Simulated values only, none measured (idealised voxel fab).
process module | voxel released beams
cross-section cut | 250 nm wide | cells 5 nm
A cross-section is a grid of square cells, given in bands from the top down. A band is one or more rows of cells.
Each band's line starts with the height of the band's top and of its bottom, in nm. Then come its materials from left to right, each with its width in nm. One material with "throughout" fills the band from edge to edge. "air" is empty space.
Height 0 is the level under which the wafer as received is all one material. The lowest band goes on downwards, as in "0 down".
A width such as "30 to 40" changes by the same amount from each row of cells to the next, from the band's top row to its bottom row.
"no change" after a step means that no cell of the cross-section changed.
closed voids: empty space of 8 cells or more with no open way to the top, each as width x height at its distance from the left edge, in nm
after a step's settings: what the simulator itself notes on the step
overlay nm, on a step with a mask: how far to the right of its planned place the mask lay; to the left if negative
plan
1 op RECEIVE | material Si
2 op CONFORMAL_DEP | material SiN | thk nm 10
3 op DIRECTIONAL_DEP | material SiO2 | thk nm 15
4 op MASKED_ETCH | tone open | mask id ANCHOR | width nm 35 | etch materials SiO2 | depth nm 15 | overlay nm 0
5 op CONFORMAL_DEP | material W | thk nm 15
6 op PATTERN | tone cover | mask id BEAM | material resist | width nm 110 | thk nm 15 | overlay nm 0
7 op DIRECTIONAL_ETCH | etch materials W | depth nm 15
8 op STRIP | etch materials resist
9 op STRIP | etch materials SiO2
as received, after step 1
  0 down: Si throughout
  closed voids: none
a wafer at the end: this start, this plan, one mistake
  55 to 40: air 65 | W 110 | air 75
  40 to 25: W throughout
  25 to 10: SiO2 70 | W 35 | SiO2 145
  10 to 0: SiN throughout
  0 down: Si throughout
  closed voids: none
what went wrong: step 5 was run twice
